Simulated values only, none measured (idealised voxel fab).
Process module, titled voxel wiring stack
Cross-sectional view cut (width: 235 nm; square cell size: 5 nm).
Format of a cross-section: grid, square cells. Given as bands. Order: top down. Band: one or more rows of cells.
Read a band's entry like this: the first values are the height of its top and the height of its bottom in nm, and what follows is the sequence of materials from left to right, each with its width in nm. Note that "blank" is empty space, and that a single material marked "all across" reaches across the band from edge to edge.
Ref level 0: as-received wafer is one material below here. Bottom band extends down with no lower bound ("top 0, no bottom").
Top row gets the first number, bottom row gets the second, and each row in between changes by the same step: that is how a band width like "30..40" works.
Where the words "no change occurred" appear for a step, the cross-section shows no cell changed by that step; every cell remained as before.
Reported under the label "Sealed cavities" are the empty spaces having no open way to the top and comprising 8 cells or more; the notation for each is width x height at distance, in which the distance is measured from the left edge and all three values are in nm.
Read whatever lies past the settings on a step's line as the simulator's own remark about the step.
"overlay nm" on a masked step: distance the mask lay right of its planned place, negative for left.

[Listed below are the process steps as planned]
1. RECEIVE: material Si
2. CONFORMAL_DEP: material SiO2, thk nm 10
3. DIRECTIONAL_DEP: material TiN, thk nm 5
4. DIRECTIONAL_DEP: material W, thk nm 20
5. PATTERN: tone cover, mask id METAL_1, material resist, width nm 20, pitch nm 40, thk nm 20, overlay nm 0
6. DIRECTIONAL_ETCH: etch materials W, depth nm 20
7. DIRECTIONAL_ETCH: etch materials TiN, depth nm 5
8. STRIP: etch materials resist
9. FILL_DEP: material lowk, thk nm 5
10. CMP: height nm 35
11. CONFORMAL_DEP: material SiCN, thk nm 5
12. DIRECTIONAL_DEP: material lowk, thk nm 30
13. PATTERN: tone open, mask id METAL_2, material resist, width nm 20, pitch nm 40, thk nm 20, overlay nm 0
14. DIRECTIONAL_ETCH: etch materials lowk, depth nm 20
15. STRIP: etch materials resist
16. MASKED_ETCH: tone open, mask id METAL_2_HOLES, width nm 15, etch materials lowk, depth nm 10, overlay nm 0
17. MASKED_ETCH: tone open, mask id METAL_2_HOLES, width nm 15, etch materials SiCN, depth nm 5, overlay nm 0
18. CONFORMAL_DEP: material TiN, thk nm 5
19. FILL_DEP: material Cu, thk nm 5
20. CMP: height nm 70
21. CONFORMAL_DEP: material SiCN, thk nm 5
22. DIRECTIONAL_DEP: material lowk, thk nm 35
23. DIRECTIONAL_DEP: material aC, thk nm 10
24. PATTERN: tone open, mask id METAL_3, material resist, width nm 20, pitch nm 40, thk nm 30, overlay nm 0
25. DIRECTIONAL_ETCH: etch materials aC, depth nm 10
26. STRIP: etch materials resist
27. DIRECTIONAL_ETCH: etch materials lowk, depth nm 20
28. STRIP: etch materials aC
29. DIRECTIONAL_DEP: material aC, thk nm 15
30. PATTERN: tone open, mask id METAL_3_HOLES, material resist, width nm 15, thk nm 35, overlay nm 0
31. DIRECTIONAL_ETCH: etch materials aC, depth nm 15
32. STRIP: etch materials resist
33. DIRECTIONAL_ETCH: etch materials lowk, depth nm 15
34. DIRECTIONAL_ETCH: etch materials SiCN, depth nm 5
35. STRIP: etch materials aC
36. CONFORMAL_DEP: material TiN, thk nm 5
37. FILL_DEP: material Cu, thk nm 5
38. CMP: height nm 110
39. CONFORMAL_DEP: material SiCN, thk nm 5
40. DIRECTIONAL_DEP: material lowk, thk nm 10
41. MASKED_ETCH: tone open, mask id PLUG_3, width nm 15, pitch nm 40, etch materials lowk, depth nm 10, overlay nm 0
42. MASKED_ETCH: tone open, mask id PLUG_3, width nm 15, pitch nm 40, etch materials SiCN, depth nm 5, overlay nm 0
43. EPI: material Ru, thk nm 10
44. EPI: material Ru, thk nm 5
45. CONFORMAL_DEP: material SiN, thk nm 5
46. DIRECTIONAL_DEP: material lowk, thk nm 20
47. MASKED_ETCH: tone open, mask id METAL_4, width nm 20, pitch nm 40, etch materials lowk, depth nm 20, overlay nm 0
48. MASKED_ETCH: tone open, mask id METAL_4, width nm 20, pitch nm 40, etch materials SiN, depth nm 5, overlay nm 0
49. CONFORMAL_DEP: material TiN, thk nm 5
50. FILL_DEP: material Ru, thk nm 5
51. CMP: height nm 150
52. EPI: material Ru, thk nm 5
53. FILL_DEP: material SiCN, thk nm 5

[First wafer, two in total, run as planned]

[Here's what the wafer looked like in cross-section when it arrived - that's after step 1]
top 0, no bottom: Si all across
Sealed cavities: none

[After step 2, in cross-section]
top 10, bottom 0: SiO2 all across
Below 0 it's all the same as before, nothing changed down there.

[After step 3, in cross-section]
top 15, bottom 10: TiN all across
Below 10 it's all the same as before, nothing changed down there.

[After step 4, in cross-section]
top 35, bottom 15: W all across
Below 15 it's all the same as before, nothing changed down there.

[After step 5, in cross-section]
top 55, bottom 35: blank: 85  resist: 20  blank: 20  resist: 20  blank: 90
Below 35 it's all the same as before, nothing changed down there.

[After step 6, in cross-section]
top 55, bottom 35: blank: 85  resist: 20  blank: 20  resist: 20  blank: 90
top 35, bottom 15: blank: 85  W: 20  blank: 20  W: 20  blank: 90
Below 15 it's all the same as before, nothing changed down there.

[After step 7, in cross-section]
top 55, bottom 35: blank: 85  resist: 20  blank: 20  resist: 20  blank: 90
top 35, bottom 15: blank: 85  W: 20  blank: 20  W: 20  blank: 90
top 15, bottom 10: blank: 85  TiN: 20  blank: 20  TiN: 20  blank: 90
Below 10 it's all the same as before, nothing changed down there.

[After step 8, in cross-section]
top 35, bottom 15: blank: 85  W: 20  blank: 20  W: 20  blank: 90
Below 15 it's all the same as before, nothing changed down there.

[After step 9, in cross-section]
top 40, bottom 35: lowk all across
top 35, bottom 15: lowk: 85  W: 20  lowk: 20  W: 20  lowk: 90
top 15, bottom 10: lowk: 85  TiN: 20  lowk: 20  TiN: 20  lowk: 90
Below 10 it's all the same as before, nothing changed down there.

[After step 10, in cross-section]
top 35, bottom 15: lowk: 85  W: 20  lowk: 20  W: 20  lowk: 90
Below 15 it's all the same as before, nothing changed down there.

[After step 11, in cross-section]
top 40, bottom 35: SiCN all across
Below 35 it's all the same as before, nothing changed down there.

[After step 12, in cross-section]
top 70, bottom 40: lowk all across
Below 40 it's all the same as before, nothing changed down there.

[After step 13, in cross-section]
top 90, bottom 70: resist: 85  blank: 20  resist: 20  blank: 20  resist: 90
Below 70 it's all the same as before, nothing changed down there.

[After step 14, in cross-section]
top 90, bottom 70: resist: 85  blank: 20  resist: 20  blank: 20  resist: 90
top 70, bottom 50: lowk: 85  blank: 20  lowk: 20  blank: 20  lowk: 90
Below 50 it's all the same as before, nothing changed down there.

[After step 15, in cross-section]
top 70, bottom 50: lowk: 85  blank: 20  lowk: 20  blank: 20  lowk: 90
Below 50 it's all the same as before, nothing changed down there.

[After step 16, in cross-section]
top 70, bottom 50: lowk: 85  blank: 20  lowk: 20  blank: 20  lowk: 90
top 50, bottom 40: lowk: 85  blank: 15  lowk: 135
Below 40 it's all the same as before, nothing changed down there.

[After step 17, in cross-section]
top 70, bottom 50: lowk: 85  blank: 20  lowk: 20  blank: 20  lowk: 90
top 50, bottom 40: lowk: 85  blank: 15  lowk: 135
top 40, bottom 35: SiCN: 85  blank: 15  SiCN: 135
Below 35 it's all the same as before, nothing changed down there.

[After step 18, in cross-section]
top 75, bottom 70: TiN: 90  blank: 10  TiN: 30  blank: 10  TiN: 95
top 70, bottom 55: lowk: 85  TiN: 5  blank: 10  TiN: 5  lowk: 20  TiN: 5  blank: 10  TiN: 5  lowk: 90
top 55, bottom 50: lowk: 85  TiN: 5  blank: 5  TiN: 10  lowk: 20  TiN: 20  lowk: 90
top 50, bottom 40: lowk: 85  TiN: 5  blank: 5  TiN: 5  lowk: 135
top 40, bottom 35: SiCN: 85  TiN: 15  SiCN: 135
Below 35 it's all the same as before, nothing changed down there.

[After step 19, in cross-section]
top 80, bottom 75: Cu all across
top 75, bottom 70: TiN: 90  Cu: 10  TiN: 30  Cu: 10  TiN: 95
top 70, bottom 55: lowk: 85  TiN: 5  Cu: 10  TiN: 5  lowk: 20  TiN: 5  Cu: 10  TiN: 5  lowk: 90
top 55, bottom 50: lowk: 85  TiN: 5  Cu: 5  TiN: 10  lowk: 20  TiN: 20  lowk: 90
top 50, bottom 40: lowk: 85  TiN: 5  Cu: 5  TiN: 5  lowk: 135
Below 40 it's all the same as before, nothing changed down there.

[After step 20, in cross-section]
top 70, bottom 55: lowk: 85  TiN: 5  Cu: 10  TiN: 5  lowk: 20  TiN: 5  Cu: 10  TiN: 5  lowk: 90
Below 55 it's all the same as before, nothing changed down there.

[After step 21, in cross-section]
top 75, bottom 70: SiCN all across
Below 70 it's all the same as before, nothing changed down there.

[After step 22, in cross-section]
top 110, bottom 75: lowk all across
Below 75 it's all the same as before, nothing changed down there.

[After step 23, in cross-section]
top 120, bottom 110: aC all across
Below 110 it's all the same as before, nothing changed down there.

[After step 24, in cross-section]
top 150, bottom 120: resist: 85  blank: 20  resist: 20  blank: 20  resist: 90
Below 120 it's all the same as before, nothing changed down there.

[After step 25, in cross-section]
top 140, bottom 120: resist: 85  blank: 20  resist: 20  blank: 20  resist: 90
top 120, bottom 110: aC: 85  blank: 20  aC: 20  blank: 20  aC: 90
Below 110 it's all the same as before, nothing changed down there.

[After step 26, in cross-section]
top 120, bottom 110: aC: 85  blank: 20  aC: 20  blank: 20  aC: 90
Below 110 it's all the same as before, nothing changed down there.

[After step 27, in cross-section]
top 120, bottom 110: aC: 85  blank: 20  aC: 20  blank: 20  aC: 90
top 110, bottom 90: lowk: 85  blank: 20  lowk: 20  blank: 20  lowk: 90
Below 90 it's all the same as before, nothing changed down there.

[After step 28, in cross-section]
top 110, bottom 90: lowk: 85  blank: 20  lowk: 20  blank: 20  lowk: 90
Below 90 it's all the same as before, nothing changed down there.

[After step 29, in cross-section]
top 125, bottom 110: aC: 85  blank: 20  aC: 20  blank: 20  aC: 90
top 110, bottom 105: lowk: 85  blank: 20  lowk: 20  blank: 20  lowk: 90
top 105, bottom 90: lowk: 85  aC: 20  lowk: 20  aC: 20  lowk: 90
Below 90 it's all the same as before, nothing changed down there.

[After step 30, in cross-section]
top 160, bottom 125: resist: 85  blank: 15  resist: 135
top 125, bottom 110: aC: 85  blank: 15  resist: 5  aC: 20  resist: 20  aC: 90
top 110, bottom 105: lowk: 85  blank: 15  resist: 5  lowk: 20  resist: 20  lowk: 90
Below 105 it's all the same as before, nothing changed down there.

[After step 31, in cross-section]
top 145, bottom 125: resist: 85  blank: 15  resist: 135
top 125, bottom 110: aC: 85  blank: 15  resist: 5  aC: 20  resist: 20  aC: 90
top 110, bottom 105: lowk: 85  blank: 15  resist: 5  lowk: 20  resist: 20  lowk: 90
top 105, bottom 90: lowk: 85  blank: 15  aC: 5  lowk: 20  aC: 20  lowk: 90
Below 90 it's all the same as before, nothing changed down there.

[After step 32, in cross-section]
top 125, bottom 110: aC: 85  blank: 20  aC: 20  blank: 20  aC: 90
top 110, bottom 105: lowk: 85  blank: 20  lowk: 20  blank: 20  lowk: 90
Below 105 it's all the same as before, nothing changed down there.

[After step 33, in cross-section]
top 125, bottom 110: aC: 85  blank: 20  aC: 20  blank: 20  aC: 90
top 110, bottom 105: lowk: 85  blank: 20  lowk: 20  blank: 20  lowk: 90
top 105, bottom 90: lowk: 85  blank: 15  aC: 5  lowk: 20  aC: 20  lowk: 90
top 90, bottom 75: lowk: 85  blank: 15  lowk: 135
Below 75 it's all the same as before, nothing changed down there.

[After step 34, in cross-section]
top 125, bottom 110: aC: 85  blank: 20  aC: 20  blank: 20  aC: 90
top 110, bottom 105: lowk: 85  blank: 20  lowk: 20  blank: 20  lowk: 90
top 105, bottom 90: lowk: 85  blank: 15  aC: 5  lowk: 20  aC: 20  lowk: 90
top 90, bottom 75: lowk: 85  blank: 15  lowk: 135
top 75, bottom 70: SiCN: 85  blank: 15  SiCN: 135
Below 70 it's all the same as before, nothing changed down there.

[After step 35, in cross-section]
top 110, bottom 90: lowk: 85  blank: 20  lowk: 20  blank: 20  lowk: 90
Below 90 it's all the same as before, nothing changed down there.

[After step 36, in cross-section]
top 115, bottom 110: TiN: 90  blank: 10  TiN: 30  blank: 10  TiN: 95
top 110, bottom 95: lowk: 85  TiN: 5  blank: 10  TiN: 5  lowk: 20  TiN: 5  blank: 10  TiN: 5  lowk: 90
top 95, bottom 90: lowk: 85  TiN: 5  blank: 5  TiN: 10  lowk: 20  TiN: 20  lowk: 90
top 90, bottom 75: lowk: 85  TiN: 5  blank: 5  TiN: 5  lowk: 135
top 75, bottom 70: SiCN: 85  TiN: 15  SiCN: 135
Below 70 it's all the same as before, nothing changed down there.

[After step 37, in cross-section]
top 120, bottom 115: Cu all across
top 115, bottom 110: TiN: 90  Cu: 10  TiN: 30  Cu: 10  TiN: 95
top 110, bottom 95: lowk: 85  TiN: 5  Cu: 10  TiN: 5  lowk: 20  TiN: 5  Cu: 10  TiN: 5  lowk: 90
top 95, bottom 90: lowk: 85  TiN: 5  Cu: 5  TiN: 10  lowk: 20  TiN: 20  lowk: 90
top 90, bottom 75: lowk: 85  TiN: 5  Cu: 5  TiN: 5  lowk: 135
Below 75 it's all the same as before, nothing changed down there.

[After step 38, in cross-section]
top 110, bottom 95: lowk: 85  TiN: 5  Cu: 10  TiN: 5  lowk: 20  TiN: 5  Cu: 10  TiN: 5  lowk: 90
Below 95 it's all the same as before, nothing changed down there.

[After step 39, in cross-section]
top 115, bottom 110: SiCN all across
Below 110 it's all the same as before, nothing changed down there.

[After step 40, in cross-section]
top 125, bottom 115: lowk all across
Below 115 it's all the same as before, nothing changed down there.

[After step 41, in cross-section]
top 125, bottom 115: lowk: 85  blank: 15  lowk: 25  blank: 15  lowk: 95
Below 115 it's all the same as before, nothing changed down there.

[After step 42, in cross-section]
top 125, bottom 115: lowk: 85  blank: 15  lowk: 25  blank: 15  lowk: 95
top 115, bottom 110: SiCN: 85  blank: 15  SiCN: 25  blank: 15  SiCN: 95
Below 110 it's all the same as before, nothing changed down there.

[After step 43, in cross-section]
top 125, bottom 120: lowk: 85  blank: 15  lowk: 25  blank: 15  lowk: 95
top 120, bottom 115: lowk: 85  Ru: 15  lowk: 25  Ru: 15  lowk: 95
top 115, bottom 110: SiCN: 85  Ru: 15  SiCN: 25  Ru: 15  SiCN: 95
Below 110 it's all the same as before, nothing changed down there.

[After step 44, in cross-section]
top 125, bottom 115: lowk: 85  Ru: 15  lowk: 25  Ru: 15  lowk: 95
Below 115 it's all the same as before, nothing changed down there.

[After step 45, in cross-section]
top 130, bottom 125: SiN all across
Below 125 it's all the same as before, nothing changed down there.

[After step 46, in cross-section]
top 150, bottom 130: lowk all across
Below 130 it's all the same as before, nothing changed down there.

[After step 47, in cross-section]
top 150, bottom 130: lowk: 85  blank: 20  lowk: 20  blank: 20  lowk: 90
Below 130 it's all the same as before, nothing changed down there.

[After step 48, in cross-section]
top 150, bottom 130: lowk: 85  blank: 20  lowk: 20  blank: 20  lowk: 90
top 130, bottom 125: SiN: 85  blank: 20  SiN: 20  blank: 20  SiN: 90
Below 125 it's all the same as before, nothing changed down there.

[After step 49, in cross-section]
top 155, bottom 150: TiN: 90  blank: 10  TiN: 30  blank: 10  TiN: 95
top 150, bottom 130: lowk: 85  TiN: 5  blank: 10  TiN: 5  lowk: 20  TiN: 5  blank: 10  TiN: 5  lowk: 90
top 130, bottom 125: SiN: 85  TiN: 20  SiN: 20  TiN: 20  SiN: 90
Below 125 it's all the same as before, nothing changed down there.

[After step 50, in cross-section]
top 160, bottom 155: Ru all across
top 155, bottom 150: TiN: 90  Ru: 10  TiN: 30  Ru: 10  TiN: 95
top 150, bottom 130: lowk: 85  TiN: 5  Ru: 10  TiN: 5  lowk: 20  TiN: 5  Ru: 10  TiN: 5  lowk: 90
Below 130 it's all the same as before, nothing changed down there.

[After step 51, in cross-section]
top 150, bottom 130: lowk: 85  TiN: 5  Ru: 10  TiN: 5  lowk: 20  TiN: 5  Ru: 10  TiN: 5  lowk: 90
Below 130 it's all the same as before, nothing changed down there.

[After step 52, in cross-section]
top 155, bottom 150: blank: 80  Ru: 30  blank: 10  Ru: 30  blank: 85
Below 150 it's all the same as before, nothing changed down there.

[After step 53, in cross-section]
top 160, bottom 155: SiCN all across
top 155, bottom 150: SiCN: 80  Ru: 30  SiCN: 10  Ru: 30  SiCN: 85
Below 150 it's all the same as before, nothing changed down there.

[The remaining wafer, second of the two, started like the first and was run to the same plan, except that one mistake was made along the way; the two coincide through step 1, inclusive]

[Cross-section of the second wafer at the time by which step 2 should have been completed according to the plan]
top 5, bottom 0: TiN all across
Below 0 it's all the same as before, nothing changed down there.

[Cross-section of the second wafer at the time by which step 3 should have been completed according to the plan]
top 15, bottom 5: SiO2 all across
Below 5 it's all the same as before, nothing changed down there.

[Cross-section of the second wafer at the time by which step 4 should have been completed according to the plan]
top 35, bottom 15: W all across
Below 15 it's all the same as before, nothing changed down there.

[Cross-section of the second wafer at the time by which step 5 should have been completed according to the plan]
top 55, bottom 35: blank: 85  resist: 20  blank: 20  resist: 20  blank: 90
Below 35 it's all the same as before, nothing changed down there.

[Cross-section of the second wafer at the time by which step 6 should have been completed according to the plan]
top 55, bottom 35: blank: 85  resist: 20  blank: 20  resist: 20  blank: 90
top 35, bottom 15: blank: 85  W: 20  blank: 20  W: 20  blank: 90
Below 15 it's all the same as before, nothing changed down there.

Cross-section of the second wafer at the time by which step 7 should have been completed according to the plan: no change occurred

[Cross-section of the second wafer at the time by which step 8 should have been completed according to the plan]
top 35, bottom 15: blank: 85  W: 20  blank: 20  W: 20  blank: 90
Below 15 it's all the same as before, nothing changed down there.

[Cross-section of the second wafer at the time by which step 9 should have been completed according to the plan]
top 40, bottom 35: lowk all across
top 35, bottom 15: lowk: 85  W: 20  lowk: 20  W: 20  lowk: 90
Below 15 it's all the same as before, nothing changed down there.

[Cross-section of the second wafer at the time by which step 10 should have been completed according to the plan]
top 35, bottom 15: lowk: 85  W: 20  lowk: 20  W: 20  lowk: 90
Below 15 it's all the same as before, nothing changed down there.

[Cross-section of the second wafer at the time by which step 11 should have been completed according to the plan]
top 40, bottom 35: SiCN all across
Below 35 it's all the same as before, nothing changed down there.

[Cross-section of the second wafer at the time by which step 12 should have been completed according to the plan]
top 70, bottom 40: lowk all across
Below 40 it's all the same as before, nothing changed down there.

[Cross-section of the second wafer at the time by which step 13 should have been completed according to the plan]
top 90, bottom 70: resist: 85  blank: 20  resist: 20  blank: 20  resist: 90
Below 70 it's all the same as before, nothing changed down there.

[Cross-section of the second wafer at the time by which step 14 should have been completed according to the plan]
top 90, bottom 70: resist: 85  blank: 20  resist: 20  blank: 20  resist: 90
top 70, bottom 50: lowk: 85  blank: 20  lowk: 20  blank: 20  lowk: 90
Below 50 it's all the same as before, nothing changed down there.

[Cross-section of the second wafer at the time by which step 15 should have been completed according to the plan]
top 70, bottom 50: lowk: 85  blank: 20  lowk: 20  blank: 20  lowk: 90
Below 50 it's all the same as before, nothing changed down there.

[Cross-section of the second wafer at the time by which step 16 should have been completed according to the plan]
top 70, bottom 50: lowk: 85  blank: 20  lowk: 20  blank: 20  lowk: 90
top 50, bottom 40: lowk: 85  blank: 15  lowk: 135
Below 40 it's all the same as before, nothing changed down there.

[Cross-section of the second wafer at the time by which step 17 should have been completed according to the plan]
top 70, bottom 50: lowk: 85  blank: 20  lowk: 20  blank: 20  lowk: 90
top 50, bottom 40: lowk: 85  blank: 15  lowk: 135
top 40, bottom 35: SiCN: 85  blank: 15  SiCN: 135
Below 35 it's all the same as before, nothing changed down there.

[Cross-section of the second wafer at the time by which step 18 should have been completed according to the plan]
top 75, bottom 70: TiN: 90  blank: 10  TiN: 30  blank: 10  TiN: 95
top 70, bottom 55: lowk: 85  TiN: 5  blank: 10  TiN: 5  lowk: 20  TiN: 5  blank: 10  TiN: 5  lowk: 90
top 55, bottom 50: lowk: 85  TiN: 5  blank: 5  TiN: 10  lowk: 20  TiN: 20  lowk: 90
top 50, bottom 40: lowk: 85  TiN: 5  blank: 5  TiN: 5  lowk: 135
top 40, bottom 35: SiCN: 85  TiN: 15  SiCN: 135
Below 35 it's all the same as before, nothing changed down there.

[Cross-section of the second wafer at the time by which step 19 should have been completed according to the plan]
top 80, bottom 75: Cu all across
top 75, bottom 70: TiN: 90  Cu: 10  TiN: 30  Cu: 10  TiN: 95
top 70, bottom 55: lowk: 85  TiN: 5  Cu: 10  TiN: 5  lowk: 20  TiN: 5  Cu: 10  TiN: 5  lowk: 90
top 55, bottom 50: lowk: 85  TiN: 5  Cu: 5  TiN: 10  lowk: 20  TiN: 20  lowk: 90
top 50, bottom 40: lowk: 85  TiN: 5  Cu: 5  TiN: 5  lowk: 135
Below 40 it's all the same as before, nothing changed down there.

[Cross-section of the second wafer at the time by which step 20 should have been completed according to the plan]
top 70, bottom 55: lowk: 85  TiN: 5  Cu: 10  TiN: 5  lowk: 20  TiN: 5  Cu: 10  TiN: 5  lowk: 90
Below 55 it's all the same as before, nothing changed down there.

[Cross-section of the second wafer at the time by which step 21 should have been completed according to the plan]
top 75, bottom 70: SiCN all across
Below 70 it's all the same as before, nothing changed down there.

[Cross-section of the second wafer at the time by which step 22 should have been completed according to the plan]
top 110, bottom 75: lowk all across
Below 75 it's all the same as before, nothing changed down there.

[Cross-section of the second wafer at the time by which step 23 should have been completed according to the plan]
top 120, bottom 110: aC all across
Below 110 it's all the same as before, nothing changed down there.

[Cross-section of the second wafer at the time by which step 24 should have been completed according to the plan]
top 150, bottom 120: resist: 85  blank: 20  resist: 20  blank: 20  resist: 90
Below 120 it's all the same as before, nothing changed down there.

[Cross-section of the second wafer at the time by which step 25 should have been completed according to the plan]
top 140, bottom 120: resist: 85  blank: 20  resist: 20  blank: 20  resist: 90
top 120, bottom 110: aC: 85  blank: 20  aC: 20  blank: 20  aC: 90
Below 110 it's all the same as before, nothing changed down there.

[Cross-section of the second wafer at the time by which step 26 should have been completed according to the plan]
top 120, bottom 110: aC: 85  blank: 20  aC: 20  blank: 20  aC: 90
Below 110 it's all the same as before, nothing changed down there.

[Cross-section of the second wafer at the time by which step 27 should have been completed according to the plan]
top 120, bottom 110: aC: 85  blank: 20  aC: 20  blank: 20  aC: 90
top 110, bottom 90: lowk: 85  blank: 20  lowk: 20  blank: 20  lowk: 90
Below 90 it's all the same as before, nothing changed down there.

[Cross-section of the second wafer at the time by which step 28 should have been completed according to the plan]
top 110, bottom 90: lowk: 85  blank: 20  lowk: 20  blank: 20  lowk: 90
Below 90 it's all the same as before, nothing changed down there.

[Cross-section of the second wafer at the time by which step 29 should have been completed according to the plan]
top 125, bottom 110: aC: 85  blank: 20  aC: 20  blank: 20  aC: 90
top 110, bottom 105: lowk: 85  blank: 20  lowk: 20  blank: 20  lowk: 90
top 105, bottom 90: lowk: 85  aC: 20  lowk: 20  aC: 20  lowk: 90
Below 90 it's all the same as before, nothing changed down there.

[Cross-section of the second wafer at the time by which step 30 should have been completed according to the plan]
top 160, bottom 125: resist: 85  blank: 15  resist: 135
top 125, bottom 110: aC: 85  blank: 15  resist: 5  aC: 20  resist: 20  aC: 90
top 110, bottom 105: lowk: 85  blank: 15  resist: 5  lowk: 20  resist: 20  lowk: 90
Below 105 it's all the same as before, nothing changed down there.

[Cross-section of the second wafer at the time by which step 31 should have been completed according to the plan]
top 145, bottom 125: resist: 85  blank: 15  resist: 135
top 125, bottom 110: aC: 85  blank: 15  resist: 5  aC: 20  resist: 20  aC: 90
top 110, bottom 105: lowk: 85  blank: 15  resist: 5  lowk: 20  resist: 20  lowk: 90
top 105, bottom 90: lowk: 85  blank: 15  aC: 5  lowk: 20  aC: 20  lowk: 90
Below 90 it's all the same as before, nothing changed down there.

[Cross-section of the second wafer at the time by which step 32 should have been completed according to the plan]
top 125, bottom 110: aC: 85  blank: 20  aC: 20  blank: 20  aC: 90
top 110, bottom 105: lowk: 85  blank: 20  lowk: 20  blank: 20  lowk: 90
Below 105 it's all the same as before, nothing changed down there.

[Cross-section of the second wafer at the time by which step 33 should have been completed according to the plan]
top 125, bottom 110: aC: 85  blank: 20  aC: 20  blank: 20  aC: 90
top 110, bottom 105: lowk: 85  blank: 20  lowk: 20  blank: 20  lowk: 90
top 105, bottom 90: lowk: 85  blank: 15  aC: 5  lowk: 20  aC: 20  lowk: 90
top 90, bottom 75: lowk: 85  blank: 15  lowk: 135
Below 75 it's all the same as before, nothing changed down there.

[Cross-section of the second wafer at the time by which step 34 should have been completed according to the plan]
top 125, bottom 110: aC: 85  blank: 20  aC: 20  blank: 20  aC: 90
top 110, bottom 105: lowk: 85  blank: 20  lowk: 20  blank: 20  lowk: 90
top 105, bottom 90: lowk: 85  blank: 15  aC: 5  lowk: 20  aC: 20  lowk: 90
top 90, bottom 75: lowk: 85  blank: 15  lowk: 135
top 75, bottom 70: SiCN: 85  blank: 15  SiCN: 135
Below 70 it's all the same as before, nothing changed down there.

[Cross-section of the second wafer at the time by which step 35 should have been completed according to the plan]
top 110, bottom 90: lowk: 85  blank: 20  lowk: 20  blank: 20  lowk: 90
Below 90 it's all the same as before, nothing changed down there.

[Cross-section of the second wafer at the time by which step 36 should have been completed according to the plan]
top 115, bottom 110: TiN: 90  blank: 10  TiN: 30  blank: 10  TiN: 95
top 110, bottom 95: lowk: 85  TiN: 5  blank: 10  TiN: 5  lowk: 20  TiN: 5  blank: 10  TiN: 5  lowk: 90
top 95, bottom 90: lowk: 85  TiN: 5  blank: 5  TiN: 10  lowk: 20  TiN: 20  lowk: 90
top 90, bottom 75: lowk: 85  TiN: 5  blank: 5  TiN: 5  lowk: 135
top 75, bottom 70: SiCN: 85  TiN: 15  SiCN: 135
Below 70 it's all the same as before, nothing changed down there.

[Cross-section of the second wafer at the time by which step 37 should have been completed according to the plan]
top 120, bottom 115: Cu all across
top 115, bottom 110: TiN: 90  Cu: 10  TiN: 30  Cu: 10  TiN: 95
top 110, bottom 95: lowk: 85  TiN: 5  Cu: 10  TiN: 5  lowk: 20  TiN: 5  Cu: 10  TiN: 5  lowk: 90
top 95, bottom 90: lowk: 85  TiN: 5  Cu: 5  TiN: 10  lowk: 20  TiN: 20  lowk: 90
top 90, bottom 75: lowk: 85  TiN: 5  Cu: 5  TiN: 5  lowk: 135
Below 75 it's all the same as before, nothing changed down there.

[Cross-section of the second wafer at the time by which step 38 should have been completed according to the plan]
top 110, bottom 95: lowk: 85  TiN: 5  Cu: 10  TiN: 5  lowk: 20  TiN: 5  Cu: 10  TiN: 5  lowk: 90
Below 95 it's all the same as before, nothing changed down there.

[Cross-section of the second wafer at the time by which step 39 should have been completed according to the plan]
top 115, bottom 110: SiCN all across
Below 110 it's all the same as before, nothing changed down there.

[Cross-section of the second wafer at the time by which step 40 should have been completed according to the plan]
top 125, bottom 115: lowk all across
Below 115 it's all the same as before, nothing changed down there.

[Cross-section of the second wafer at the time by which step 41 should have been completed according to the plan]
top 125, bottom 115: lowk: 85  blank: 15  lowk: 25  blank: 15  lowk: 95
Below 115 it's all the same as before, nothing changed down there.

[Cross-section of the second wafer at the time by which step 42 should have been completed according to the plan]
top 125, bottom 115: lowk: 85  blank: 15  lowk: 25  blank: 15  lowk: 95
top 115, bottom 110: SiCN: 85  blank: 15  SiCN: 25  blank: 15  SiCN: 95
Below 110 it's all the same as before, nothing changed down there.

[Cross-section of the second wafer at the time by which step 43 should have been completed according to the plan]
top 125, bottom 120: lowk: 85  blank: 15  lowk: 25  blank: 15  lowk: 95
top 120, bottom 115: lowk: 85  Ru: 15  lowk: 25  Ru: 15  lowk: 95
top 115, bottom 110: SiCN: 85  Ru: 15  SiCN: 25  Ru: 15  SiCN: 95
Below 110 it's all the same as before, nothing changed down there.

[Cross-section of the second wafer at the time by which step 44 should have been completed according to the plan]
top 125, bottom 115: lowk: 85  Ru: 15  lowk: 25  Ru: 15  lowk: 95
Below 115 it's all the same as before, nothing changed down there.

[Cross-section of the second wafer at the time by which step 45 should have been completed according to the plan]
top 130, bottom 125: SiN all across
Below 125 it's all the same as before, nothing changed down there.

[Cross-section of the second wafer at the time by which step 46 should have been completed according to the plan]
top 150, bottom 130: lowk all across
Below 130 it's all the same as before, nothing changed down there.

[Cross-section of the second wafer at the time by which step 47 should have been completed according to the plan]
top 150, bottom 130: lowk: 85  blank: 20  lowk: 20  blank: 20  lowk: 90
Below 130 it's all the same as before, nothing changed down there.

[Cross-section of the second wafer at the time by which step 48 should have been completed according to the plan]
top 150, bottom 130: lowk: 85  blank: 20  lowk: 20  blank: 20  lowk: 90
top 130, bottom 125: SiN: 85  blank: 20  SiN: 20  blank: 20  SiN: 90
Below 125 it's all the same as before, nothing changed down there.

[Cross-section of the second wafer at the time by which step 49 should have been completed according to the plan]
top 155, bottom 150: TiN: 90  blank: 10  TiN: 30  blank: 10  TiN: 95
top 150, bottom 130: lowk: 85  TiN: 5  blank: 10  TiN: 5  lowk: 20  TiN: 5  blank: 10  TiN: 5  lowk: 90
top 130, bottom 125: SiN: 85  TiN: 20  SiN: 20  TiN: 20  SiN: 90
Below 125 it's all the same as before, nothing changed down there.

[Cross-section of the second wafer at the time by which step 50 should have been completed according to the plan]
top 160, bottom 155: Ru all across
top 155, bottom 150: TiN: 90  Ru: 10  TiN: 30  Ru: 10  TiN: 95
top 150, bottom 130: lowk: 85  TiN: 5  Ru: 10  TiN: 5  lowk: 20  TiN: 5  Ru: 10  TiN: 5  lowk: 90
Below 130 it's all the same as before, nothing changed down there.

[Cross-section of the second wafer at the time by which step 51 should have been completed according to the plan]
top 150, bottom 130: lowk: 85  TiN: 5  Ru: 10  TiN: 5  lowk: 20  TiN: 5  Ru: 10  TiN: 5  lowk: 90
Below 130 it's all the same as before, nothing changed down there.

[Cross-section of the second wafer at the time by which step 52 should have been completed according to the plan]
top 155, bottom 150: blank: 80  Ru: 30  blank: 10  Ru: 30  blank: 85
Below 150 it's all the same as before, nothing changed down there.

[Cross-section of the second wafer at the time by which step 53 should have been completed according to the plan]
top 160, bottom 155: SiCN all across
top 155, bottom 150: SiCN: 80  Ru: 30  SiCN: 10  Ru: 30  SiCN: 85
Below 150 it's all the same as before, nothing changed down there.
Heads up, the wafer didn't run the way we planned it: steps 2 and 3: order swapped relative to plan
Looking at both finished wafers in cells, the second ends up ahead of or behind the first on some materials: 39 more of TiN, 39 fewer of lowk
